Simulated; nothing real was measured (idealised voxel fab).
You're looking at the process module voxel spacer lines.
Section shown: cut. Width: 190 nm. Cell size: 5 nm, square.
Cross-section format: a grid of square cells, given as bands from top to bottom; each band is one or more rows of cells. The entry gives the band's vertical extent as a top height and a bottom height in nm, then its horizontal make-up as materials from left to right, each with a width in nm. "empty" stands for empty space; a single material marked "all across" fills the band edge to edge. All heights in this document are referenced to 0, defined as the level beneath which the wafer, as received, consists entirely of one material. The lowest band is not bounded below; it extends indefinitely downward and is written in the form "0..down". Quick explanation for "30..40": the width changes in equal steps down the rows of cells, from the first number in the band's top row to the second number in its bottom row. Basically "changes: none" means that step didn't change any cell in the cross-section. "Closed voids list" enumerates empty spaces isolated from the top, with no open way to it, that contain at least 8 cells, giving each as width x height at distance from the left edge, all three in nm. after a step's settings: what the simulator itself notes on the step. If you see "overlay nm" on a step's line and that step has a mask, it's telling you how far right of where it was planned the mask ended up; a negative number means it went left instead. Read each pair as before and after one process step. The after cross-section shows only down to the lowest band that changed. The step between them and its settings are given below the pair. Pairs can come from different runs of this module on the same starting wafer. A pair continues from the pair above only where its "Preceding state" entry says so.
Preceding state
- 0..down = Si all across
- Closed voids list: none
Section After Processing
- 5..0 = Al2O3 all across
- Under 0: no change, same as before.
- Closed voids list: none
Process step separating the two views above: CONFORMAL_DEP (material Al2O3; thk nm 5)
Preceding state: the pre-step structure is the one depicted after the step in the pair just above.
Section After Processing
- 20..5 = TiN all across
- Under 5: no change, same as before.
- Closed voids list: none
Process step separating the two views above: DIRECTIONAL_DEP (material TiN; thk nm 15)
Preceding state: the pre-step structure is the one depicted after the step in the pair just above.
Section After Processing
- 40..20 = aC all across
- Under 20: no change, same as before.
- Closed voids list: none
Process step separating the two views above: DIRECTIONAL_DEP (material aC; thk nm 20)
Preceding state: the pre-step structure is the one depicted after the step in the pair just above.
Section After Processing
- 70..40 = empty: 60, resist: 15, empty: 35, resist: 15, empty: 65
- Under 40: no change, same as before.
- Closed voids list: none
Process step separating the two views above: PATTERN (tone cover; mask id MANDREL; material resist; width nm 15; pitch nm 50; thk nm 30; overlay nm 0)
Preceding state: the pre-step structure is the one depicted after the step in the pair just above.
Section After Processing
- 50..40 = empty: 60, resist: 15, empty: 35, resist: 15, empty: 65
- 40..20 = empty: 60, aC: 15, empty: 35, aC: 15, empty: 65
- Under 20: no change, same as before.
- Closed voids list: none
Process step separating the two views above: DIRECTIONAL_ETCH (etch materials aC; depth nm 20)
Preceding state: the pre-step structure is the one depicted after the step in the pair just above.
Section After Processing
- 40..20 = empty: 60, aC: 15, empty: 35, aC: 15, empty: 65
- Under 20: no change, same as before.
- Closed voids list: none
Process step separating the two views above: STRIP (etch materials resist)
Preceding state: the pre-step structure is the one depicted after the step in the pair just above.
Section After Processing
- 50..40 = empty: 50, SiN: 35, empty: 15, SiN: 35, empty: 55
- 40..30 = empty: 50, SiN: 10, aC: 15, SiN: 10, empty: 15, SiN: 10, aC: 15, SiN: 10, empty: 55
- 30..20 = SiN: 60, aC: 15, SiN: 35, aC: 15, SiN: 65
- Under 20: no change, same as before.
- Closed voids list: none
Process step separating the two views above: CONFORMAL_DEP (material SiN; thk nm 10)
Preceding state: the pre-step structure is the one depicted after the step in the pair just above.
Section After Processing
- 40..20 = empty: 50, SiN: 10, aC: 15, SiN: 10, empty: 15, SiN: 10, aC: 15, SiN: 10, empty: 55
- Under 20: no change, same as before.
- Closed voids list: none
Process step separating the two views above: DIRECTIONAL_ETCH (etch materials SiN; depth nm 10)
Preceding state: the pre-step structure is the one depicted after the step in the pair just above.
Section After Processing
- 40..20 = empty: 50, SiN: 10, empty: 15, SiN: 10, empty: 15, SiN: 10, empty: 15, SiN: 10, empty: 55
- Under 20: no change, same as before.
- Closed voids list: none
Process step separating the two views above: STRIP (etch materials aC)
Preceding state: the pre-step structure is the one depicted after the step in the pair just above.
Section After Processing
- 40..20 = empty: 50, SiN: 10, empty: 15, SiN: 10, empty: 15, SiN: 10, empty: 15, SiN: 10, empty: 55
- 20..5 = empty: 50, TiN: 10, empty: 15, TiN: 10, empty: 15, TiN: 10, empty: 15, TiN: 10, empty: 55
- Under 5: no change, same as before.
- Closed voids list: none
Process step separating the two views above: DIRECTIONAL_ETCH (etch materials TiN; depth nm 15)
Preceding state: the pre-step structure is the one depicted after the step in the pair just above.
Section After Processing
- 20..5 = empty: 50, TiN: 10, empty: 15, TiN: 10, empty: 15, TiN: 10, empty: 15, TiN: 10, empty: 55
- Under 5: no change, same as before.
- Closed voids list: none
Process step separating the two views above: STRIP (etch materials SiN)
Preceding state
- 0..down = Si all across
- Closed voids list: none
Section After Processing
- 15..0 = TiN all across
- Under 0: no change, same as before.
- Closed voids list: none
Process step separating the two views above: DIRECTIONAL_DEP (material TiN; thk nm 15)
Preceding state: the pre-step structure is the one depicted after the step in the pair just above.
Section After Processing
- 35..15 = aC all across
- Under 15: no change, same as before.
- Closed voids list: none
Process step separating the two views above: DIRECTIONAL_DEP (material aC; thk nm 20)
Preceding state: the pre-step structure is the one depicted after the step in the pair just above.
Section After Processing
- 65..35 = empty: 60, resist: 15, empty: 35, resist: 15, empty: 65
- Under 35: no change, same as before.
- Closed voids list: none
Process step separating the two views above: PATTERN (tone cover; mask id MANDREL; material resist; width nm 15; pitch nm 50; thk nm 30; overlay nm 0)
Preceding state: the pre-step structure is the one depicted after the step in the pair just above.
Section After Processing
- 45..35 = empty: 60, resist: 15, empty: 35, resist: 15, empty: 65
- 35..15 = empty: 60, aC: 15, empty: 35, aC: 15, empty: 65
- Under 15: no change, same as before.
- Closed voids list: none
Process step separating the two views above: DIRECTIONAL_ETCH (etch materials aC; depth nm 20)
Preceding state: the pre-step structure is the one depicted after the step in the pair just above.
Section After Processing
- 35..15 = empty: 60, aC: 15, empty: 35, aC: 15, empty: 65
- Under 15: no change, same as before.
- Closed voids list: none
Process step separating the two views above: STRIP (etch materials resist)
Preceding state: the pre-step structure is the one depicted after the step in the pair just above.
Section After Processing
- 45..35 = empty: 50, SiN: 35, empty: 15, SiN: 35, empty: 55
- 35..25 = empty: 50, SiN: 10, aC: 15, SiN: 10, empty: 15, SiN: 10, aC: 15, SiN: 10, empty: 55
- 25..15 = SiN: 60, aC: 15, SiN: 35, aC: 15, SiN: 65
- Under 15: no change, same as before.
- Closed voids list: none
Process step separating the two views above: CONFORMAL_DEP (material SiN; thk nm 10)
Preceding state: the pre-step structure is the one depicted after the step in the pair just above.
Section After Processing
- 35..15 = empty: 50, SiN: 10, aC: 15, SiN: 10, empty: 15, SiN: 10, aC: 15, SiN: 10, empty: 55
- Under 15: no change, same as before.
- Closed voids list: none
Process step separating the two views above: DIRECTIONAL_ETCH (etch materials SiN; depth nm 10)
Preceding state: the pre-step structure is the one depicted after the step in the pair just above.
Section After Processing
- 35..15 = empty: 50, SiN: 10, empty: 15, SiN: 10, empty: 15, SiN: 10, empty: 15, SiN: 10, empty: 55
- Under 15: no change, same as before.
- Closed voids list: none
Process step separating the two views above: STRIP (etch materials aC)
Preceding state: the pre-step structure is the one depicted after the step in the pair just above.
Section After Processing
- 35..15 = empty: 50, SiN: 10, empty: 15, SiN: 10, empty: 15, SiN: 10, empty: 15, SiN: 10, empty: 55
- 15..0 = empty: 50, TiN: 10, empty: 15, TiN: 10, empty: 15, TiN: 10, empty: 15, TiN: 10, empty: 55
- Under 0: no change, same as before.
- Closed voids list: none
Process step separating the two views above: DIRECTIONAL_ETCH (etch materials TiN; depth nm 15)
Preceding state: the pre-step structure is the one depicted after the step in the pair just above.
Section After Processing
- 15..0 = empty: 50, TiN: 10, empty: 15, TiN: 10, empty: 15, TiN: 10, empty: 15, TiN: 10, empty: 55
- Under 0: no change, same as before.
- Closed voids list: none
Process step separating the two views above: STRIP (etch materials SiN)
Preceding state
- 20..5 = TiN all across
- 5..0 = Al2O3 all across
- 0..down = Si all across
- Closed voids list: none
Section After Processing
- 35..5 = TiN all across
- Under 5: no change, same as before.
- Closed voids list: none
Process step separating the two views above: DIRECTIONAL_DEP (material TiN; thk nm 15)
Preceding state: the pre-step structure is the one depicted after the step in the pair just above.
Section After Processing
- 55..35 = aC all across
- Under 35: no change, same as before.
- Closed voids list: none
Process step separating the two views above: DIRECTIONAL_DEP (material aC; thk nm 20)
Preceding state: the pre-step structure is the one depicted after the step in the pair just above.
Section After Processing
- 85..55 = empty: 60, resist: 15, empty: 35, resist: 15, empty: 65
- Under 55: no change, same as before.
- Closed voids list: none
Process step separating the two views above: PATTERN (tone cover; mask id MANDREL; material resist; width nm 15; pitch nm 50; thk nm 30; overlay nm 0)
Preceding state: the pre-step structure is the one depicted after the step in the pair just above.
Section After Processing
- 65..55 = empty: 60, resist: 15, empty: 35, resist: 15, empty: 65
- 55..35 = empty: 60, aC: 15, empty: 35, aC: 15, empty: 65
- Under 35: no change, same as before.
- Closed voids list: none
Process step separating the two views above: DIRECTIONAL_ETCH (etch materials aC; depth nm 20)
Preceding state: the pre-step structure is the one depicted after the step in the pair just above.
Section After Processing
- 55..35 = empty: 60, aC: 15, empty: 35, aC: 15, empty: 65
- Under 35: no change, same as before.
- Closed voids list: none
Process step separating the two views above: STRIP (etch materials resist)
Preceding state: the pre-step structure is the one depicted after the step in the pair just above.
Section After Processing
- 65..55 = empty: 50, SiN: 35, empty: 15, SiN: 35, empty: 55
- 55..45 = empty: 50, SiN: 10, aC: 15, SiN: 10, empty: 15, SiN: 10, aC: 15, SiN: 10, empty: 55
- 45..35 = SiN: 60, aC: 15, SiN: 35, aC: 15, SiN: 65
- Under 35: no change, same as before.
- Closed voids list: none
Process step separating the two views above: CONFORMAL_DEP (material SiN; thk nm 10)
Preceding state: the pre-step structure is the one depicted after the step in the pair just above.
Section After Processing
- 55..35 = empty: 50, SiN: 10, aC: 15, SiN: 10, empty: 15, SiN: 10, aC: 15, SiN: 10, empty: 55
- Under 35: no change, same as before.
- Closed voids list: none
Process step separating the two views above: DIRECTIONAL_ETCH (etch materials SiN; depth nm 10)
Preceding state: the pre-step structure is the one depicted after the step in the pair just above.
Section After Processing
- 55..35 = empty: 50, SiN: 10, empty: 15, SiN: 10, empty: 15, SiN: 10, empty: 15, SiN: 10, empty: 55
- Under 35: no change, same as before.
- Closed voids list: none
Process step separating the two views above: STRIP (etch materials aC)
Preceding state: the pre-step structure is the one depicted after the step in the pair just above.
Section After Processing
- 55..35 = empty: 50, SiN: 10, empty: 15, SiN: 10, empty: 15, SiN: 10, empty: 15, SiN: 10, empty: 55
- 35..20 = empty: 50, TiN: 10, empty: 15, TiN: 10, empty: 15, TiN: 10, empty: 15, TiN: 10, empty: 55
- Under 20: no change, same as before.
- Closed voids list: none
Process step separating the two views above: DIRECTIONAL_ETCH (etch materials TiN; depth nm 15)
Preceding state: the pre-step structure is the one depicted after the step in the pair just above.
Section After Processing
- 35..20 = empty: 50, TiN: 10, empty: 15, TiN: 10, empty: 15, TiN: 10, empty: 15, TiN: 10, empty: 55
- Under 20: no change, same as before.
- Closed voids list: none
Process step separating the two views above: STRIP (etch materials SiN)
Preceding state
- 40..20 = empty: 50, SiN: 10, aC: 15, SiN: 10, empty: 15, SiN: 10, aC: 15, SiN: 10, empty: 55
- 20..5 = TiN all across
- 5..0 = Al2O3 all across
- 0..down = Si all across
- Closed voids list: none
Section After Processing
- 40..20 = empty: 50, SiN: 10, aC: 15, SiN: 10, empty: 15, SiN: 10, aC: 15, SiN: 10, empty: 55
- 20..5 = empty: 50, TiN: 35, empty: 15, TiN: 35, empty: 55
- Under 5: no change, same as before.
- Closed voids list: none
Process step separating the two views above: DIRECTIONAL_ETCH (etch materials TiN; depth nm 15)
Preceding state: the pre-step structure is the one depicted after the step in the pair just above.
Section After Processing
- 40..20 = empty: 50, SiN: 10, empty: 15, SiN: 10, empty: 15, SiN: 10, empty: 15, SiN: 10, empty: 55
- Under 20: no change, same as before.
- Closed voids list: none
Process step separating the two views above: STRIP (etch materials aC)
Preceding state: the pre-step structure is the one depicted after the step in the pair just above.
Section After Processing
- 20..5 = empty: 50, TiN: 35, empty: 15, TiN: 35, empty: 55
- Under 5: no change, same as before.
- Closed voids list: none
Process step separating the two views above: STRIP (etch materials SiN)
Preceding state
- 5..0 = Al2O3 all across
- 0..down = Si all across
- Closed voids list: none
Section After Processing
- 10..5 = TiN all across
- Under 5: no change, same as before.
- Closed voids list: none
Process step separating the two views above: DIRECTIONAL_DEP (material TiN; thk nm 5)
Preceding state: the pre-step structure is the one depicted after the step in the pair just above.
Section After Processing
- 30..10 = aC all across
- Under 10: no change, same as before.
- Closed voids list: none
Process step separating the two views above: DIRECTIONAL_DEP (material aC; thk nm 20)
Preceding state: the pre-step structure is the one depicted after the step in the pair just above.
Section After Processing
- 60..30 = empty: 60, resist: 15, empty: 35, resist: 15, empty: 65
- Under 30: no change, same as before.
- Closed voids list: none
Process step separating the two views above: PATTERN (tone cover; mask id MANDREL; material resist; width nm 15; pitch nm 50; thk nm 30; overlay nm 0)
Preceding state: the pre-step structure is the one depicted after the step in the pair just above.
Section After Processing
- 40..30 = empty: 60, resist: 15, empty: 35, resist: 15, empty: 65
- 30..10 = empty: 60, aC: 15, empty: 35, aC: 15, empty: 65
- Under 10: no change, same as before.
- Closed voids list: none
Process step separating the two views above: DIRECTIONAL_ETCH (etch materials aC; depth nm 20)
Preceding state: the pre-step structure is the one depicted after the step in the pair just above.
Section After Processing
- 30..10 = empty: 60, aC: 15, empty: 35, aC: 15, empty: 65
- Under 10: no change, same as before.
- Closed voids list: none
Process step separating the two views above: STRIP (etch materials resist)
Preceding state: the pre-step structure is the one depicted after the step in the pair just above.
Section After Processing
- 40..30 = empty: 50, SiN: 35, empty: 15, SiN: 35, empty: 55
- 30..20 = empty: 50, SiN: 10, aC: 15, SiN: 10, empty: 15, SiN: 10, aC: 15, SiN: 10, empty: 55
- 20..10 = SiN: 60, aC: 15, SiN: 35, aC: 15, SiN: 65
- Under 10: no change, same as before.
- Closed voids list: none
Process step separating the two views above: CONFORMAL_DEP (material SiN; thk nm 10)
Preceding state: the pre-step structure is the one depicted after the step in the pair just above.
Section After Processing
- 30..10 = empty: 50, SiN: 10, aC: 15, SiN: 10, empty: 15, SiN: 10, aC: 15, SiN: 10, empty: 55
- Under 10: no change, same as before.
- Closed voids list: none
Process step separating the two views above: DIRECTIONAL_ETCH (etch materials SiN; depth nm 10)
Preceding state: the pre-step structure is the one depicted after the step in the pair just above.
Section After Processing
- 30..10 = empty: 50, SiN: 10, empty: 15, SiN: 10, empty: 15, SiN: 10, empty: 15, SiN: 10, empty: 55
- Under 10: no change, same as before.
- Closed voids list: none
Process step separating the two views above: STRIP (etch materials aC)
Preceding state: the pre-step structure is the one depicted after the step in the pair just above.
Section After Processing
- 30..10 = empty: 50, SiN: 10, empty: 15, SiN: 10, empty: 15, SiN: 10, empty: 15, SiN: 10, empty: 55
- 10..5 = empty: 50, TiN: 10, empty: 15, TiN: 10, empty: 15, TiN: 10, empty: 15, TiN: 10, empty: 55
- Under 5: no change, same as before.
- Closed voids list: none
Process step separating the two views above: DIRECTIONAL_ETCH (etch materials TiN; depth nm 15)
Preceding state: the pre-step structure is the one depicted after the step in the pair just above.
Section After Processing
- 10..5 = empty: 50, TiN: 10, empty: 15, TiN: 10, empty: 15, TiN: 10, empty: 15, TiN: 10, empty: 55
- Under 5: no change, same as before.
- Closed voids list: none
Process step separating the two views above: STRIP (etch materials SiN)
Preceding state
- 40..20 = aC all across
- 20..5 = TiN all across
- 5..0 = Al2O3 all across
- 0..down = Si all across
- Closed voids list: none
Section After Processing
- 70..40 = empty: 55, resist: 25, empty: 25, resist: 25, empty: 60
- Under 40: no change, same as before.
- Closed voids list: none
Process step separating the two views above: PATTERN (tone cover; mask id MANDREL; material resist; width nm 25; pitch nm 50; thk nm 30; overlay nm 0)
Preceding state: the pre-step structure is the one depicted after the step in the pair just above.
Section After Processing
- 50..40 = empty: 55, resist: 25, empty: 25, resist: 25, empty: 60
- 40..20 = empty: 55, aC: 25, empty: 25, aC: 25, empty: 60
- Under 20: no change, same as before.
- Closed voids list: none
Process step separating the two views above: DIRECTIONAL_ETCH (etch materials aC; depth nm 20)
Preceding state: the pre-step structure is the one depicted after the step in the pair just above.
Section After Processing
- 40..20 = empty: 55, aC: 25, empty: 25, aC: 25, empty: 60
- Under 20: no change, same as before.
- Closed voids list: none
Process step separating the two views above: STRIP (etch materials resist)
Preceding state: the pre-step structure is the one depicted after the step in the pair just above.
Section After Processing
- 50..40 = empty: 45, SiN: 45, empty: 5, SiN: 45, empty: 50
- 40..30 = empty: 45, SiN: 10, aC: 25, SiN: 10, empty: 5, SiN: 10, aC: 25, SiN: 10, empty: 50
- 30..20 = SiN: 55, aC: 25, SiN: 25, aC: 25, SiN: 60
- Under 20: no change, same as before.
- Closed voids list: none
Process step separating the two views above: CONFORMAL_DEP (material SiN; thk nm 10)
Preceding state: the pre-step structure is the one depicted after the step in the pair just above.
Section After Processing
- 40..20 = empty: 45, SiN: 10, aC: 25, SiN: 10, empty: 5, SiN: 10, aC: 25, SiN: 10, empty: 50
- Under 20: no change, same as before.
- Closed voids list: none
Process step separating the two views above: DIRECTIONAL_ETCH (etch materials SiN; depth nm 10)
Preceding state: the pre-step structure is the one depicted after the step in the pair just above.
Section After Processing
- 40..20 = empty: 45, SiN: 10, empty: 25, SiN: 10, empty: 5, SiN: 10, empty: 25, SiN: 10, empty: 50
- Under 20: no change, same as before.
- Closed voids list: none
Process step separating the two views above: STRIP (etch materials aC)
Preceding state: the pre-step structure is the one depicted after the step in the pair just above.
Section After Processing
- 40..20 = empty: 45, SiN: 10, empty: 25, SiN: 10, empty: 5, SiN: 10, empty: 25, SiN: 10, empty: 50
- 20..5 = empty: 45, TiN: 10, empty: 25, TiN: 10, empty: 5, TiN: 10, empty: 25, TiN: 10, empty: 50
- Under 5: no change, same as before.
- Closed voids list: none
Process step separating the two views above: DIRECTIONAL_ETCH (etch materials TiN; depth nm 15)
Preceding state: the pre-step structure is the one depicted after the step in the pair just above.
Section After Processing
- 20..5 = empty: 45, TiN: 10, empty: 25, TiN: 10, empty: 5, TiN: 10, empty: 25, TiN: 10, empty: 50
- Under 5: no change, same as before.
- Closed voids list: none
Process step separating the two views above: STRIP (etch materials SiN)
Preceding state
- 40..20 = aC all across
- 20..5 = TiN all across
- 5..0 = Al2O3 all across
- 0..down = Si all across
- Closed voids list: none
Section After Processing
- 70..40 = empty: 70, resist: 15, empty: 35, resist: 15, empty: 55
- Under 40: no change, same as before.
- Closed voids list: none
Process step separating the two views above: PATTERN (tone cover; mask id MANDREL; material resist; width nm 15; pitch nm 50; thk nm 30; overlay nm 10)
Preceding state: the pre-step structure is the one depicted after the step in the pair just above.
Section After Processing
- 50..40 = empty: 70, resist: 15, empty: 35, resist: 15, empty: 55
- 40..20 = empty: 70, aC: 15, empty: 35, aC: 15, empty: 55
- Under 20: no change, same as before.
- Closed voids list: none
Process step separating the two views above: DIRECTIONAL_ETCH (etch materials aC; depth nm 20)
Preceding state: the pre-step structure is the one depicted after the step in the pair just above.
Section After Processing
- 40..20 = empty: 70, aC: 15, empty: 35, aC: 15, empty: 55
- Under 20: no change, same as before.
- Closed voids list: none
Process step separating the two views above: STRIP (etch materials resist)
Preceding state: the pre-step structure is the one depicted after the step in the pair just above.
Section After Processing
- 50..40 = empty: 60, SiN: 35, empty: 15, SiN: 35, empty: 45
- 40..30 = empty: 60, SiN: 10, aC: 15, SiN: 10, empty: 15, SiN: 10, aC: 15, SiN: 10, empty: 45
- 30..20 = SiN: 70, aC: 15, SiN: 35, aC: 15, SiN: 55
- Under 20: no change, same as before.
- Closed voids list: none
Process step separating the two views above: CONFORMAL_DEP (material SiN; thk nm 10)
Preceding state: the pre-step structure is the one depicted after the step in the pair just above.
Section After Processing
- 40..20 = empty: 60, SiN: 10, aC: 15, SiN: 10, empty: 15, SiN: 10, aC: 15, SiN: 10, empty: 45
- Under 20: no change, same as before.
- Closed voids list: none
Process step separating the two views above: DIRECTIONAL_ETCH (etch materials SiN; depth nm 10)
Preceding state: the pre-step structure is the one depicted after the step in the pair just above.
Section After Processing
- 40..20 = empty: 60, SiN: 10, empty: 15, SiN: 10, empty: 15, SiN: 10, empty: 15, SiN: 10, empty: 45
- Under 20: no change, same as before.
- Closed voids list: none
Process step separating the two views above: STRIP (etch materials aC)
Preceding state: the pre-step structure is the one depicted after the step in the pair just above.
Section After Processing
- 40..20 = empty: 60, SiN: 10, empty: 15, SiN: 10, empty: 15, SiN: 10, empty: 15, SiN: 10, empty: 45
- 20..5 = empty: 60, TiN: 10, empty: 15, TiN: 10, empty: 15, TiN: 10, empty: 15, TiN: 10, empty: 45
- Under 5: no change, same as before.
- Closed voids list: none
Process step separating the two views above: DIRECTIONAL_ETCH (etch materials TiN; depth nm 15)
Preceding state: the pre-step structure is the one depicted after the step in the pair just above.
Section After Processing
- 20..5 = empty: 60, TiN: 10, empty: 15, TiN: 10, empty: 15, TiN: 10, empty: 15, TiN: 10, empty: 45
- Under 5: no change, same as before.
- Closed voids list: none
Process step separating the two views above: STRIP (etch materials SiN)
Preceding state
- 40..20 = empty: 50, SiN: 10, aC: 15, SiN: 10, empty: 15, SiN: 10, aC: 15, SiN: 10, empty: 55
- 20..5 = TiN all across
- 5..0 = Al2O3 all across
- 0..down = Si all across
- Closed voids list: none
Section After Processing
- 40..20 = empty: 60, aC: 15, empty: 35, aC: 15, empty: 65
- Under 20: no change, same as before.
- Closed voids list: none
Process step separating the two views above: STRIP (etch materials SiN)
Preceding state: the pre-step structure is the one depicted after the step in the pair just above.
Section After Processing
- 40..20 = empty: 60, aC: 15, empty: 35, aC: 15, empty: 65
- 20..5 = empty: 60, TiN: 15, empty: 35, TiN: 15, empty: 65
- Under 5: no change, same as before.
- Closed voids list: none
Process step separating the two views above: DIRECTIONAL_ETCH (etch materials TiN; depth nm 15)
Preceding state
- 40..20 = aC all across
- 20..5 = TiN all across
- 5..0 = Al2O3 all across
- 0..down = Si all across
- Closed voids list: none
Section After Processing
- 70..40 = resist: 60, empty: 15, resist: 35, empty: 15, resist: 65
- Under 40: no change, same as before.
- Closed voids list: none
Process step separating the two views above: PATTERN (tone open; mask id MANDREL; material resist; width nm 15; pitch nm 50; thk nm 30; overlay nm 0)
Preceding state: the pre-step structure is the one depicted after the step in the pair just above.
Section After Processing
- 50..40 = resist: 60, empty: 15, resist: 35, empty: 15, resist: 65
- 40..20 = aC: 60, empty: 15, aC: 35, empty: 15, aC: 65
- Under 20: no change, same as before.
- Closed voids list: none
Process step separating the two views above: DIRECTIONAL_ETCH (etch materials aC; depth nm 20)
Preceding state: the pre-step structure is the one depicted after the step in the pair just above.
Section After Processing
- 40..20 = aC: 60, empty: 15, aC: 35, empty: 15, aC: 65
- Under 20: no change, same as before.
- Closed voids list: none
Process step separating the two views above: STRIP (etch materials resist)
Preceding state: the pre-step structure is the one depicted after the step in the pair just above.
Section After Processing
- 50..40 = SiN all across
- 40..20 = aC: 60, SiN: 15, aC: 35, SiN: 15, aC: 65
- Under 20: no change, same as before.
- Closed voids list: none
Process step separating the two views above: CONFORMAL_DEP (material SiN; thk nm 10)
Preceding state: the pre-step structure is the one depicted after the step in the pair just above.
Section After Processing
- 40..20 = aC: 60, SiN: 15, aC: 35, SiN: 15, aC: 65
- Under 20: no change, same as before.
- Closed voids list: none
Process step separating the two views above: DIRECTIONAL_ETCH (etch materials SiN; depth nm 10)
Preceding state: the pre-step structure is the one depicted after the step in the pair just above.
Section After Processing
- 40..20 = empty: 60, SiN: 15, empty: 35, SiN: 15, empty: 65
- Under 20: no change, same as before.
- Closed voids list: none
Process step separating the two views above: STRIP (etch materials aC)
Preceding state: the pre-step structure is the one depicted after the step in the pair just above.
Section After Processing
- 40..20 = empty: 60, SiN: 15, empty: 35, SiN: 15, empty: 65
- 20..5 = empty: 60, TiN: 15, empty: 35, TiN: 15, empty: 65
- Under 5: no change, same as before.
- Closed voids list: none
Process step separating the two views above: DIRECTIONAL_ETCH (etch materials TiN; depth nm 15)
Preceding state: the pre-step structure is the one depicted after the step in the pair just above.
Section After Processing
- 20..5 = empty: 60, TiN: 15, empty: 35, TiN: 15, empty: 65
- Under 5: no change, same as before.
- Closed voids list: none
Process step separating the two views above: STRIP (etch materials SiN)
